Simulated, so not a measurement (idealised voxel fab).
Proc. module: voxel transistor to metal
Cross-sectional view cut (width: 300 nm; square cell size: 5 nm).
Reading order for cross-sections: top band down to bottom band. Underlying form: a grid of square cells. Band size: one or more rows of cells. Within each band entry, the heights of the top and of the bottom of the band appear first, in that order and in nm; the materials of the band then follow from left to right, each with its corresponding width in nm. The designation "full width" on a single material indicates that it fills the band from edge to edge; the designation "blank" indicates empty space. Height datum 0, below which the as-received substrate wafer is one material. Lowest band open at the bottom, running downward: "0 and below". Width spec "30 to 40" -> top row of cells at first value, bottom row at second value, equal per-row change in between. No cell of the cross-section changed in a step that is given as "stayed the same". Closed-off voids of 8+ cells (no open route to the top) go in "Enclosed cavities", written width x height at distance from the left edge, in nm. after a step's settings: what the simulator itself notes on the step. You can add "overlay nm" to a step's line. For a step with a mask, it describes how far the mask lay to the right of its planned position, and a negative number describes a lay to the left. In what follows, pairs of cross-sections are presented, each taken before and after one process step, with the after cross-section shown only down to the lowest band that was altered; the step, together with its settings, is stated below the pair. The pairs may stem from different runs of this module on the same starting wafer; accordingly, a pair should be taken as continuing from the one above it solely where its entry headed "Prior state" indicates as much.
Prior state:
> 100 down to 85 | aC 50, blank 15, aC 100, blank 15, aC 120
> 85 down to 65 | lowk 50, blank 15, lowk 100, blank 15, lowk 120
> 65 down to 55 | lowk full width
> 55 down to 50 | SiCN full width
> 50 down to 25 | SiO2 50, TiN 5, Ru 5, TiN 5, SiO2 55, TiN 5, Ru 5, TiN 5, SiO2 30, TiN 5, Ru 5, TiN 5, SiO2 55, TiN 5, Ru 5, TiN 5, SiO2 50
> 25 down to 20 | SiN 50, TiN 15, SiN 55, TiN 15, SiN 30, TiN 15, SiN 55, TiN 15, SiN 50
> 20 down to 10 | SiO2 50, TiN 5, Ru 5, TiN 5, SiO2 55, TiN 5, Ru 5, TiN 5, SiO2 30, TiN 5, Ru 5, TiN 5, SiO2 55, TiN 5, Ru 5, TiN 5, SiO2 50
> 10 down to 0 | SiO2 50, TiN 5, Ru 5, TiN 5, SiO2 10, SiN 5, HfO2 5, TiN 5, W 5, TiN 5, HfO2 5, SiN 5, SiO2 10, TiN 5, Ru 5, TiN 5, SiO2 30, TiN 5, Ru 5, TiN 5, SiO2 10, SiN 5, HfO2 5, TiN 5, W 5, TiN 5, HfO2 5, SiN 5, SiO2 10, TiN 5, Ru 5, TiN 5, SiO2 50
> 0 down to -5 | SiO2 40, SiN 5, SiO2 5, TiN 15, SiO2 10, SiN 5, HfO2 5, TiN 15, HfO2 5, SiN 5, SiO2 10, TiN 15, SiO2 5, SiN 5, SiO2 10, SiN 5, SiO2 5, TiN 15, SiO2 10, SiN 5, HfO2 5, TiN 15, HfO2 5, SiN 5, SiO2 10, TiN 15, SiO2 5, SiN 5, SiO2 40
> -5 down to -10 | SiO2 45, SiGe 30, HfO2 35, SiGe 30, SiO2 20, SiGe 30, HfO2 35, SiGe 30, SiO2 45
> -10 down to -40 | SiO2 45, Si 95, SiO2 20, Si 95, SiO2 45
> -40 and below | Si full width
> Enclosed cavities: none
Cross-Section After Step:
> 100 down to 85 | aC 50, blank 15, aC 100, blank 15, aC 120
> 85 down to 55 | lowk 50, blank 15, lowk 100, blank 15, lowk 120
> At heights below 55, the structure remains unaltered.
> Enclosed cavities: none
The before and after cross-sections above differ by one step: DIRECTIONAL_ETCH (etch materials lowk; depth nm 10)
Prior state: it's just the after picture from the pair right above this one.
Cross-Section After Step:
> 100 down to 85 | aC 50, blank 15, aC 100, blank 15, aC 120
> 85 down to 55 | lowk 50, blank 15, lowk 100, blank 15, lowk 120
> 55 down to 50 | SiCN 50, blank 15, SiCN 100, blank 15, SiCN 120
> At heights below 50, the structure remains unaltered.
> Enclosed cavities: none
The before and after cross-sections above differ by one step: DIRECTIONAL_ETCH (etch materials SiCN; depth nm 5)
Prior state: it's just the after picture from the pair right above this one.
Cross-Section After Step:
> 85 down to 55 | lowk 50, blank 15, lowk 100, blank 15, lowk 120
> At heights below 55, the structure remains unaltered.
> Enclosed cavities: none
The before and after cross-sections above differ by one step: STRIP (etch materials aC)
Prior state: it's just the after picture from the pair right above this one.
Cross-Section After Step:
> 90 down to 85 | TiN 55, blank 5, TiN 110, blank 5, TiN 125
> 85 down to 55 | lowk 50, TiN 5, blank 5, TiN 5, lowk 100, TiN 5, blank 5, TiN 5, lowk 120
> 55 down to 50 | SiCN 50, TiN 15, SiCN 100, TiN 15, SiCN 120
> At heights below 50, the structure remains unaltered.
> Enclosed cavities: none
The before and after cross-sections above differ by one step: CONFORMAL_DEP (material TiN; thk nm 5)
Prior state: it's just the after picture from the pair right above this one.
Cross-Section After Step:
> 100 down to 90 | Ru full width
> 90 down to 85 | TiN 55, Ru 5, TiN 110, Ru 5, TiN 125
> 85 down to 55 | lowk 50, TiN 5, Ru 5, TiN 5, lowk 100, TiN 5, Ru 5, TiN 5, lowk 120
> At heights below 55, the structure remains unaltered.
> Enclosed cavities: none
The before and after cross-sections above differ by one step: FILL_DEP (material Ru; thk nm 10)
Prior state: it's just the after picture from the pair right above this one.
Cross-Section After Step:
> 85 down to 55 | lowk 50, TiN 5, Ru 5, TiN 5, lowk 100, TiN 5, Ru 5, TiN 5, lowk 120
> At heights below 55, the structure remains unaltered.
> Enclosed cavities: none
The before and after cross-sections above differ by one step: CMP (height nm 85)
Prior state: it's just the after picture from the pair right above this one.
Cross-Section After Step:
> 90 down to 85 | SiN full width
> At heights below 85, the structure remains unaltered.
> Enclosed cavities: none
The before and after cross-sections above differ by one step: CONFORMAL_DEP (material SiN; thk nm 5)
Prior state:
> 65 down to 55 | Ru full width
> 55 down to 50 | TiN 55, Ru 5, TiN 65, Ru 5, TiN 40, Ru 5, TiN 65, Ru 5, TiN 55
> 50 down to 25 | SiO2 50, TiN 5, Ru 5, TiN 5, SiO2 55, TiN 5, Ru 5, TiN 5, SiO2 30, TiN 5, Ru 5, TiN 5, SiO2 55, TiN 5, Ru 5, TiN 5, SiO2 50
> 25 down to 20 | SiN 50, TiN 15, SiN 55, TiN 15, SiN 30, TiN 15, SiN 55, TiN 15, SiN 50
> 20 down to 10 | SiO2 50, TiN 5, Ru 5, TiN 5, SiO2 55, TiN 5, Ru 5, TiN 5, SiO2 30, TiN 5, Ru 5, TiN 5, SiO2 55, TiN 5, Ru 5, TiN 5, SiO2 50
> 10 down to 0 | SiO2 50, TiN 5, Ru 5, TiN 5, SiO2 10, SiN 5, HfO2 5, TiN 5, W 5, TiN 5, HfO2 5, SiN 5, SiO2 10, TiN 5, Ru 5, TiN 5, SiO2 30, TiN 5, Ru 5, TiN 5, SiO2 10, SiN 5, HfO2 5, TiN 5, W 5, TiN 5, HfO2 5, SiN 5, SiO2 10, TiN 5, Ru 5, TiN 5, SiO2 50
> 0 down to -5 | SiO2 40, SiN 5, SiO2 5, TiN 15, SiO2 10, SiN 5, HfO2 5, TiN 15, HfO2 5, SiN 5, SiO2 10, TiN 15, SiO2 5, SiN 5, SiO2 10, SiN 5, SiO2 5, TiN 15, SiO2 10, SiN 5, HfO2 5, TiN 15, HfO2 5, SiN 5, SiO2 10, TiN 15, SiO2 5, SiN 5, SiO2 40
> -5 down to -10 | SiO2 45, SiGe 30, HfO2 35, SiGe 30, SiO2 20, SiGe 30, HfO2 35, SiGe 30, SiO2 45
> -10 down to -40 | SiO2 45, Si 95, SiO2 20, Si 95, SiO2 45
> -40 and below | Si full width
> Enclosed cavities: none
Cross-Section After Step:
> 70 down to 65 | SiCN full width
> At heights below 65, the structure remains unaltered.
> Enclosed cavities: none
The before and after cross-sections above differ by one step: CONFORMAL_DEP (material SiCN; thk nm 5)
Prior state: it's just the after picture from the pair right above this one.
Cross-Section After Step:
> 100 down to 70 | lowk full width
> At heights below 70, the structure remains unaltered.
> Enclosed cavities: none
The before and after cross-sections above differ by one step: DIRECTIONAL_DEP (material lowk; thk nm 30)
Prior state: it's just the after picture from the pair right above this one.
Cross-Section After Step:
> 110 down to 100 | aC full width
> At heights below 100, the structure remains unaltered.
> Enclosed cavities: none
The before and after cross-sections above differ by one step: DIRECTIONAL_DEP (material aC; thk nm 10)
Prior state: it's just the after picture from the pair right above this one.
Cross-Section After Step:
> 135 down to 110 | resist 50, blank 15, resist 100, blank 15, resist 120
> At heights below 110, the structure remains unaltered.
> Enclosed cavities: none
The before and after cross-sections above differ by one step: PATTERN (tone open; mask id METAL_2; material resist; width nm 15; pitch nm 115; thk nm 25; overlay nm 0)
Prior state: it's just the after picture from the pair right above this one.
Cross-Section After Step:
> 125 down to 110 | resist 50, blank 15, resist 100, blank 15, resist 120
> 110 down to 100 | aC 50, blank 15, aC 100, blank 15, aC 120
> At heights below 100, the structure remains unaltered.
> Enclosed cavities: none
The before and after cross-sections above differ by one step: DIRECTIONAL_ETCH (etch materials aC; depth nm 10)
Prior state: it's just the after picture from the pair right above this one.
Cross-Section After Step:
> 110 down to 100 | aC 50, blank 15, aC 100, blank 15, aC 120
> At heights below 100, the structure remains unaltered.
> Enclosed cavities: none
The before and after cross-sections above differ by one step: STRIP (etch materials resist)
Prior state: it's just the after picture from the pair right above this one.
Cross-Section After Step:
> 110 down to 100 | aC 50, blank 15, aC 100, blank 15, aC 120
> 100 down to 80 | lowk 50, blank 15, lowk 100, blank 15, lowk 120
> At heights below 80, the structure remains unaltered.
> Enclosed cavities: none
The before and after cross-sections above differ by one step: DIRECTIONAL_ETCH (etch materials lowk; depth nm 20)
Prior state: it's just the after picture from the pair right above this one.
Cross-Section After Step:
> 100 down to 80 | lowk 50, blank 15, lowk 100, blank 15, lowk 120
> At heights below 80, the structure remains unaltered.
> Enclosed cavities: none
The before and after cross-sections above differ by one step: STRIP (etch materials aC)
Prior state: it's just the after picture from the pair right above this one.
Cross-Section After Step:
> 115 down to 100 | aC 50, blank 15, aC 100, blank 15, aC 120
> 100 down to 95 | lowk 50, blank 15, lowk 100, blank 15, lowk 120
> 95 down to 80 | lowk 50, aC 15, lowk 100, aC 15, lowk 120
> At heights below 80, the structure remains unaltered.
> Enclosed cavities: none
The before and after cross-sections above differ by one step: DIRECTIONAL_DEP (material aC; thk nm 15)
Prior state: it's just the after picture from the pair right above this one.
Cross-Section After Step:
> 145 down to 115 | resist 50, blank 15, resist 100, blank 15, resist 120
> At heights below 115, the structure remains unaltered.
> Enclosed cavities: none
The before and after cross-sections above differ by one step: PATTERN (tone open; mask id METAL_2_HOLES; material resist; width nm 15; pitch nm 115; thk nm 30; overlay nm 0)
Prior state: it's just the after picture from the pair right above this one.
Cross-Section After Step:
> 130 down to 115 | resist 50, blank 15, resist 100, blank 15, resist 120
> 115 down to 100 | aC 50, blank 15, aC 100, blank 15, aC 120
> 100 down to 80 | lowk 50, blank 15, lowk 100, blank 15, lowk 120
> At heights below 80, the structure remains unaltered.
> Enclosed cavities: none
The before and after cross-sections above differ by one step: DIRECTIONAL_ETCH (etch materials aC; depth nm 15)
Prior state: it's just the after picture from the pair right above this one.
Cross-Section After Step:
> 115 down to 100 | aC 50, blank 15, aC 100, blank 15, aC 120
> At heights below 100, the structure remains unaltered.
> Enclosed cavities: none
The before and after cross-sections above differ by one step: STRIP (etch materials resist)
Prior state: it's just the after picture from the pair right above this one.
Cross-Section After Step:
> 115 down to 100 | aC 50, blank 15, aC 100, blank 15, aC 120
> 100 down to 70 | lowk 50, blank 15, lowk 100, blank 15, lowk 120
> At heights below 70, the structure remains unaltered.
> Enclosed cavities: none
The before and after cross-sections above differ by one step: DIRECTIONAL_ETCH (etch materials lowk; depth nm 10)
Prior state: it's just the after picture from the pair right above this one.
Cross-Section After Step:
> 115 down to 100 | aC 50, blank 15, aC 100, blank 15, aC 120
> 100 down to 70 | lowk 50, blank 15, lowk 100, blank 15, lowk 120
> 70 down to 65 | SiCN 50, blank 15, SiCN 100, blank 15, SiCN 120
> At heights below 65, the structure remains unaltered.
> Enclosed cavities: none
The before and after cross-sections above differ by one step: DIRECTIONAL_ETCH (etch materials SiCN; depth nm 5)
Prior state: it's just the after picture from the pair right above this one.
Cross-Section After Step:
> 100 down to 70 | lowk 50, blank 15, lowk 100, blank 15, lowk 120
> At heights below 70, the structure remains unaltered.
> Enclosed cavities: none
The before and after cross-sections above differ by one step: STRIP (etch materials aC)
Prior state: it's just the after picture from the pair right above this one.
Cross-Section After Step:
> 105 down to 100 | TiN 55, blank 5, TiN 110, blank 5, TiN 125
> 100 down to 70 | lowk 50, TiN 5, blank 5, TiN 5, lowk 100, TiN 5, blank 5, TiN 5, lowk 120
> 70 down to 65 | SiCN 50, TiN 15, SiCN 100, TiN 15, SiCN 120
> At heights below 65, the structure remains unaltered.
> Enclosed cavities: none
The before and after cross-sections above differ by one step: CONFORMAL_DEP (material TiN; thk nm 5)
Prior state: it's just the after picture from the pair right above this one.
Cross-Section After Step:
> 115 down to 105 | Ru full width
> 105 down to 100 | TiN 55, Ru 5, TiN 110, Ru 5, TiN 125
> 100 down to 70 | lowk 50, TiN 5, Ru 5, TiN 5, lowk 100, TiN 5, Ru 5, TiN 5, lowk 120
> At heights below 70, the structure remains unaltered.
> Enclosed cavities: none
The before and after cross-sections above differ by one step: FILL_DEP (material Ru; thk nm 10)
Prior state: it's just the after picture from the pair right above this one.
Cross-Section After Step:
> 85 down to 70 | lowk 50, TiN 5, Ru 5, TiN 5, lowk 100, TiN 5, Ru 5, TiN 5, lowk 120
> At heights below 70, the structure remains unaltered.
> Enclosed cavities: none
The before and after cross-sections above differ by one step: CMP (height nm 85)
Prior state: it's just the after picture from the pair right above this one.
Cross-Section After Step:
> 90 down to 85 | SiN full width
> At heights below 85, the structure remains unaltered.
> Enclosed cavities: none
The before and after cross-sections above differ by one step: CONFORMAL_DEP (material SiN; thk nm 5)
Prior state:
> 35 down to 15 | blank 45, resist 95, blank 20, resist 95, blank 45
> 15 down to 0 | blank 45, SiN 95, blank 20, SiN 95, blank 45
> 0 down to -5 | blank 45, SiO2 95, blank 20, SiO2 95, blank 45
> -5 down to -40 | blank 45, Si 95, blank 20, Si 95, blank 45
> -40 and below | Si full width
> Enclosed cavities: none
Cross-Section After Step:
> 35 down to 15 | blank 45, resist 95, blank 20, resist 95, blank 45
> 15 down to 0 | blank 45, SiN 95, blank 20, SiN 95, blank 45
> 0 down to -5 | blank 45, SiO2 95, blank 20, SiO2 95, blank 45
> -5 down to -75 | blank 45, Si 95, blank 20, Si 95, blank 45
> At heights below -75, the structure remains unaltered.
> Enclosed cavities: none
The before and after cross-sections above differ by one step: DIRECTIONAL_ETCH (etch materials Si; depth nm 35)
Prior state: it's just the after picture from the pair right above this one.
Cross-Section After Step:
> 15 down to 0 | blank 45, SiN 95, blank 20, SiN 95, blank 45
> At heights below 0, the structure remains unaltered.
> Enclosed cavities: none
The before and after cross-sections above differ by one step: STRIP (etch materials resist)
Prior state: it's just the after picture from the pair right above this one.
Cross-Section After Step:
> 30 down to 15 | SiO2 full width
> 15 down to 0 | SiO2 45, SiN 95, SiO2 20, SiN 95, SiO2 45
> 0 down to -5 | SiO2 full width
> -5 down to -75 | SiO2 45, Si 95, SiO2 20, Si 95, SiO2 45
> At heights below -75, the structure remains unaltered.
> Enclosed cavities: none
The before and after cross-sections above differ by one step: FILL_DEP (material SiO2; thk nm 15)
Prior state: it's just the after picture from the pair right above this one.
Cross-Section After Step:
> 15 down to 0 | SiO2 45, SiN 95, SiO2 20, SiN 95, SiO2 45
> At heights below 0, the structure remains unaltered.
> Enclosed cavities: none
The before and after cross-sections above differ by one step: CMP (height nm 15)
Prior state: it's just the after picture from the pair right above this one.
Cross-Section After Step:
> 15 down to 5 | blank 45, SiN 95, blank 20, SiN 95, blank 45
> At heights below 5, the structure remains unaltered.
> Enclosed cavities: none
The before and after cross-sections above differ by one step: SELECTIVE_ETCH (etch materials SiO2; depth nm 10)
Prior state: it's just the after picture from the pair right above this one.
Cross-Section After Step:
> 5 down to 0 | SiO2 45, blank 95, SiO2 20, blank 95, SiO2 45
> At heights below 0, the structure remains unaltered.
> Enclosed cavities: none
The before and after cross-sections above differ by one step: STRIP (etch materials SiN)
Prior state: it's just the after picture from the pair right above this one.
Cross-Section After Step:
> 0 down to -5 | SiO2 40, blank 105, SiO2 10, blank 105, SiO2 40
> At heights below -5, the structure remains unaltered.
> Enclosed cavities: none
The before and after cross-sections above differ by one step: SELECTIVE_ETCH (etch materials SiO2; depth nm 5)
Prior state: it's just the after picture from the pair right above this one.
Cross-Section After Step:
> 0 down to -5 | SiO2 40, blank 105, SiO2 10, blank 105, SiO2 40
> -5 down to -10 | SiO2 full width
> At heights below -10, the structure remains unaltered.
> Enclosed cavities: none
The before and after cross-sections above differ by one step: OXIDIZE (depth nm 5)
Prior state: it's just the after picture from the pair right above this one.
Cross-Section After Step:
> 20 down to 15 | polySi 40, blank 105, polySi 10, blank 105, polySi 40
> 15 down to 0 | polySi full width
> 0 down to -5 | SiO2 40, polySi 105, SiO2 10, polySi 105, SiO2 40
> At heights below -5, the structure remains unaltered.
> Enclosed cavities: none
The before and after cross-sections above differ by one step: DIRECTIONAL_DEP (material polySi; thk nm 20)
Prior state: it's just the after picture from the pair right above this one.
Cross-Section After Step:
> 30 down to 25 | SiCN 40, blank 105, SiCN 10, blank 105, SiCN 40
> 25 down to 20 | SiCN full width
> 20 down to 15 | polySi 40, SiCN 105, polySi 10, SiCN 105, polySi 40
> At heights below 15, the structure remains unaltered.
> Enclosed cavities: none
The before and after cross-sections above differ by one step: DIRECTIONAL_DEP (material SiCN; thk nm 10)
Prior state: it's just the after picture from the pair right above this one.
Cross-Section After Step:
> 45 down to 30 | blank 80, resist 25, blank 90, resist 25, blank 80
> 30 down to 25 | SiCN 40, blank 40, resist 25, blank 40, SiCN 10, blank 40, resist 25, blank 40, SiCN 40
> At heights below 25, the structure remains unaltered.
> Enclosed cavities: none
The before and after cross-sections above differ by one step: PATTERN (tone cover; mask id GATE; material resist; width nm 25; pitch nm 115; thk nm 15; overlay nm 0)
Prior state: it's just the after picture from the pair right above this one.
Cross-Section After Step:
> 45 down to 25 | blank 80, resist 25, blank 90, resist 25, blank 80
> 25 down to 20 | blank 80, SiCN 25, blank 90, SiCN 25, blank 80
> 20 down to 15 | polySi 40, blank 40, SiCN 25, blank 40, polySi 10, blank 40, SiCN 25, blank 40, polySi 40
> At heights below 15, the structure remains unaltered.
> Enclosed cavities: none
The before and after cross-sections above differ by one step: DIRECTIONAL_ETCH (etch materials SiCN; depth nm 20)
Prior state: it's just the after picture from the pair right above this one.
Cross-Section After Step:
> 45 down to 25 | blank 80, resist 25, blank 90, resist 25, blank 80
> 25 down to 15 | blank 80, SiCN 25, blank 90, SiCN 25, blank 80
> 15 down to 0 | blank 80, polySi 25, blank 90, polySi 25, blank 80
> 0 down to -5 | SiO2 40, blank 40, polySi 25, blank 40, SiO2 10, blank 40, polySi 25, blank 40, SiO2 40
> At heights below -5, the structure remains unaltered.
> Enclosed cavities: none
The before and after cross-sections above differ by one step: DIRECTIONAL_ETCH (etch materials polySi; depth nm 30)
Prior state: it's just the after picture from the pair right above this one.
Cross-Section After Step:
> 25 down to 15 | blank 80, SiCN 25, blank 90, SiCN 25, blank 80
> At heights below 15, the structure remains unaltered.
> Enclosed cavities: none
The before and after cross-sections above differ by one step: STRIP (etch materials resist)
Prior state: it's just the after picture from the pair right above this one.
Cross-Section After Step:
> 30 down to 25 | blank 75, SiN 35, blank 80, SiN 35, blank 75
> 25 down to 15 | blank 75, SiN 5, SiCN 25, SiN 5, blank 80, SiN 5, SiCN 25, SiN 5, blank 75
> 15 down to 5 | blank 75, SiN 5, polySi 25, SiN 5, blank 80, SiN 5, polySi 25, SiN 5, blank 75
> 5 down to 0 | SiN 45, blank 30, SiN 5, polySi 25, SiN 5, blank 30, SiN 20, blank 30, SiN 5, polySi 25, SiN 5, blank 30, SiN 45
> 0 down to -5 | SiO2 40, SiN 40, polySi 25, SiN 40, SiO2 10, SiN 40, polySi 25, SiN 40, SiO2 40
> At heights below -5, the structure remains unaltered.
> Enclosed cavities: none
The before and after cross-sections above differ by one step: CONFORMAL_DEP (material SiN; thk nm 5)
Prior state: it's just the after picture from the pair right above this one.
Cross-Section After Step:
> 25 down to 15 | blank 75, SiN 5, SiCN 25, SiN 5, blank 80, SiN 5, SiCN 25, SiN 5, blank 75
> 15 down to 0 | blank 75, SiN 5, polySi 25, SiN 5, blank 80, SiN 5, polySi 25, SiN 5, blank 75
> 0 down to -5 | SiO2 40, SiN 5, blank 30, SiN 5, polySi 25, SiN 5, blank 30, SiN 5, SiO2 10, SiN 5, blank 30, SiN 5, polySi 25, SiN 5, blank 30, SiN 5, SiO2 40
> At heights below -5, the structure remains unaltered.
> Enclosed cavities: none
The before and after cross-sections above differ by one step: DIRECTIONAL_ETCH (etch materials SiN; depth nm 5)
Prior state: it's just the after picture from the pair right above this one.
Cross-Section After Step:
> 25 down to 15 | blank 75, SiN 5, SiCN 25, SiN 5, blank 80, SiN 5, SiCN 25, SiN 5, blank 75
> 15 down to 0 | blank 75, SiN 5, polySi 25, SiN 5, blank 80, SiN 5, polySi 25, SiN 5, blank 75
> 0 down to -5 | blank 40, SiN 5, blank 30, SiN 5, polySi 25, SiN 5, blank 30, SiN 5, blank 10, SiN 5, blank 30, SiN 5, polySi 25, SiN 5, blank 30, SiN 5, blank 40
> -5 down to -10 | SiO2 45, blank 30, SiO2 35, blank 30, SiO2 20, blank 30, SiO2 35, blank 30, SiO2 45
> At heights below -10, the structure remains unaltered.
> Enclosed cavities: none
The before and after cross-sections above differ by one step: DIRECTIONAL_ETCH (etch materials SiO2; depth nm 5)
Prior state: it's just the after picture from the pair right above this one.
Cross-Section After Step:
> 25 down to 15 | blank 75, SiN 5, SiCN 25, SiN 5, blank 80, SiN 5, SiCN 25, SiN 5, blank 75
> 15 down to 0 | blank 75, SiN 5, polySi 25, SiN 5, blank 80, SiN 5, polySi 25, SiN 5, blank 75
> 0 down to -5 | blank 40, SiN 5, blank 30, SiN 5, polySi 25, SiN 5, blank 30, SiN 5, blank 10, SiN 5, blank 30, SiN 5, polySi 25, SiN 5, blank 30, SiN 5, blank 40
> -5 down to -10 | SiO2 45, SiGe 30, SiO2 35, SiGe 30, SiO2 20, SiGe 30, SiO2 35, SiGe 30, SiO2 45
> At heights below -10, the structure remains unaltered.
> Enclosed cavities: none
The before and after cross-sections above differ by one step: EPI (material SiGe; thk nm 5)
Prior state: it's just the after picture from the pair right above this one.
Cross-Section After Step:
> 35 down to 25 | SiO2 full width
> 25 down to 15 | SiO2 75, SiN 5, SiCN 25, SiN 5, SiO2 80, SiN 5, SiCN 25, SiN 5, SiO2 75
> 15 down to 0 | SiO2 75, SiN 5, polySi 25, SiN 5, SiO2 80, SiN 5, polySi 25, SiN 5, SiO2 75
> 0 down to -5 | SiO2 40, SiN 5, SiO2 30, SiN 5, polySi 25, SiN 5, SiO2 30, SiN 5, SiO2 10, SiN 5, SiO2 30, SiN 5, polySi 25, SiN 5, SiO2 30, SiN 5, SiO2 40
> At heights below -5, the structure remains unaltered.
> Enclosed cavities: none
The before and after cross-sections above differ by one step: FILL_DEP (material SiO2; thk nm 10)
Prior state: it's just the after picture from the pair right above this one.
Cross-Section After Step:
> 15 down to 0 | SiO2 75, SiN 5, polySi 25, SiN 5, SiO2 80, SiN 5, polySi 25, SiN 5, SiO2 75
> At heights below 0, the structure remains unaltered.
> Enclosed cavities: none
The before and after cross-sections above differ by one step: CMP (height nm 15)
Prior state: it's just the after picture from the pair right above this one.
Cross-Section After Step:
> 15 down to 0 | SiO2 75, SiN 5, blank 25, SiN 5, SiO2 80, SiN 5, blank 25, SiN 5, SiO2 75
> 0 down to -5 | SiO2 40, SiN 5, SiO2 30, SiN 5, blank 25, SiN 5, SiO2 30, SiN 5, SiO2 10, SiN 5, SiO2 30, SiN 5, blank 25, SiN 5, SiO2 30, SiN 5, SiO2 40
> At heights below -5, the structure remains unaltered.
> Enclosed cavities: none
The before and after cross-sections above differ by one step: STRIP (etch materials polySi)
Prior state: it's just the after picture from the pair right above this one.
Cross-Section After Step:
> 15 down to 10 | blank 75, SiN 5, blank 25, SiN 5, blank 80, SiN 5, blank 25, SiN 5, blank 75
> 10 down to 0 | SiO2 75, SiN 5, blank 25, SiN 5, SiO2 80, SiN 5, blank 25, SiN 5, SiO2 75
> 0 down to -5 | SiO2 40, SiN 5, SiO2 30, SiN 5, blank 25, SiN 5, SiO2 30, SiN 5, SiO2 10, SiN 5, SiO2 30, SiN 5, blank 25, SiN 5, SiO2 30, SiN 5, SiO2 40
> -5 down to -10 | SiO2 45, SiGe 30, blank 35, SiGe 30, SiO2 20, SiGe 30, blank 35, SiGe 30, SiO2 45
> At heights below -10, the structure remains unaltered.
> Enclosed cavities: none
The before and after cross-sections above differ by one step: SELECTIVE_ETCH (etch materials SiO2; depth nm 5)
Prior state: it's just the after picture from the pair right above this one.
Cross-Section After Step:
> 20 down to 15 | blank 70, HfO2 15, blank 15, HfO2 15, blank 70, HfO2 15, blank 15, HfO2 15, blank 70
> 15 down to 10 | HfO2 75, SiN 5, HfO2 5, blank 15, HfO2 5, SiN 5, HfO2 80, SiN 5, HfO2 5, blank 15, HfO2 5, SiN 5, HfO2 75
> 10 down to 0 | SiO2 75, SiN 5, HfO2 5, blank 15, HfO2 5, SiN 5, SiO2 80, SiN 5, HfO2 5, blank 15, HfO2 5, SiN 5, SiO2 75
> 0 down to -5 | SiO2 40, SiN 5, SiO2 30, SiN 5, HfO2 5, blank 15, HfO2 5, SiN 5, SiO2 30, SiN 5, SiO2 10, SiN 5, SiO2 30, SiN 5, HfO2 5, blank 15, HfO2 5, SiN 5, SiO2 30, SiN 5, SiO2 40
> -5 down to -10 | SiO2 45, SiGe 30, HfO2 35, SiGe 30, SiO2 20, SiGe 30, HfO2 35, SiGe 30, SiO2 45
> At heights below -10, the structure remains unaltered.
> Enclosed cavities: none
The before and after cross-sections above differ by one step: CONFORMAL_DEP (material HfO2; thk nm 5)
Prior state: it's just the after picture from the pair right above this one.
Cross-Section After Step:
> 25 down to 20 | blank 65, TiN 25, blank 5, TiN 25, blank 60, TiN 25, blank 5, TiN 25, blank 65
> 20 down to 15 | TiN 70, HfO2 15, TiN 5, blank 5, TiN 5, HfO2 15, TiN 70, HfO2 15, TiN 5, blank 5, TiN 5, HfO2 15, TiN 70
> 15 down to 10 | HfO2 75, SiN 5, HfO2 5, TiN 5, blank 5, TiN 5, HfO2 5, SiN 5, HfO2 80, SiN 5, HfO2 5, TiN 5, blank 5, TiN 5, HfO2 5, SiN 5, HfO2 75
> 10 down to 0 | SiO2 75, SiN 5, HfO2 5, TiN 5, blank 5, TiN 5, HfO2 5, SiN 5, SiO2 80, SiN 5, HfO2 5, TiN 5, blank 5, TiN 5, HfO2 5, SiN 5, SiO2 75
> 0 down to -5 | SiO2 40, SiN 5, SiO2 30, SiN 5, HfO2 5, TiN 15, HfO2 5, SiN 5, SiO2 30, SiN 5, SiO2 10, SiN 5, SiO2 30, SiN 5, HfO2 5, TiN 15, HfO2 5, SiN 5, SiO2 30, SiN 5, SiO2 40
> At heights below -5, the structure remains unaltered.
> Enclosed cavities: none
The before and after cross-sections above differ by one step: CONFORMAL_DEP (material TiN; thk nm 5)
Prior state: it's just the after picture from the pair right above this one.
Cross-Section After Step:
> 35 down to 25 | W full width
> 25 down to 20 | W 65, TiN 25, W 5, TiN 25, W 60, TiN 25, W 5, TiN 25, W 65
> 20 down to 15 | TiN 70, HfO2 15, TiN 5, W 5, TiN 5, HfO2 15, TiN 70, HfO2 15, TiN 5, W 5, TiN 5, HfO2 15, TiN 70
> 15 down to 10 | HfO2 75, SiN 5, HfO2 5, TiN 5, W 5, TiN 5, HfO2 5, SiN 5, HfO2 80, SiN 5, HfO2 5, TiN 5, W 5, TiN 5, HfO2 5, SiN 5, HfO2 75
> 10 down to 0 | SiO2 75, SiN 5, HfO2 5, TiN 5, W 5, TiN 5, HfO2 5, SiN 5, SiO2 80, SiN 5, HfO2 5, TiN 5, W 5, TiN 5, HfO2 5, SiN 5, SiO2 75
> At heights below 0, the structure remains unaltered.
> Enclosed cavities: none
The before and after cross-sections above differ by one step: FILL_DEP (material W; thk nm 10)
Prior state: it's just the after picture from the pair right above this one.
Cross-Section After Step:
> 10 down to 0 | SiO2 75, SiN 5, HfO2 5, TiN 5, W 5, TiN 5, HfO2 5, SiN 5, SiO2 80, SiN 5, HfO2 5, TiN 5, W 5, TiN 5, HfO2 5, SiN 5, SiO2 75
> At heights below 0, the structure remains unaltered.
> Enclosed cavities: none
The before and after cross-sections above differ by one step: CMP (height nm 10)
Prior state: it's just the after picture from the pair right above this one.
Cross-Section After Step:
> 20 down to 10 | SiO2 full width
> At heights below 10, the structure remains unaltered.
> Enclosed cavities: none
The before and after cross-sections above differ by one step: DIRECTIONAL_DEP (material SiO2; thk nm 10)
Prior state: it's just the after picture from the pair right above this one.
Cross-Section After Step:
> 30 down to 20 | aC full width
> At heights below 20, the structure remains unaltered.
> Enclosed cavities: none
The before and after cross-sections above differ by one step: DIRECTIONAL_DEP (material aC; thk nm 10)
Prior state: it's just the after picture from the pair right above this one.
Cross-Section After Step:
> 60 down to 30 | resist 50, blank 15, resist 55, blank 15, resist 30, blank 15, resist 55, blank 15, resist 50
> At heights below 30, the structure remains unaltered.
> Enclosed cavities: none
The before and after cross-sections above differ by one step: PATTERN (tone open; mask id CONTACT; material resist; width nm 15; thk nm 30; overlay nm 0)
Prior state: it's just the after picture from the pair right above this one.
Cross-Section After Step:
> 50 down to 30 | resist 50, blank 15, resist 55, blank 15, resist 30, blank 15, resist 55, blank 15, resist 50
> 30 down to 20 | aC 50, blank 15, aC 55, blank 15, aC 30, blank 15, aC 55, blank 15, aC 50
> At heights below 20, the structure remains unaltered.
> Enclosed cavities: none
The before and after cross-sections above differ by one step: DIRECTIONAL_ETCH (etch materials aC; depth nm 10)
Prior state: it's just the after picture from the pair right above this one.
Cross-Section After Step:
> 30 down to 20 | aC 50, blank 15, aC 55, blank 15, aC 30, blank 15, aC 55, blank 15, aC 50
> At heights below 20, the structure remains unaltered.
> Enclosed cavities: none
The before and after cross-sections above differ by one step: STRIP (etch materials resist)
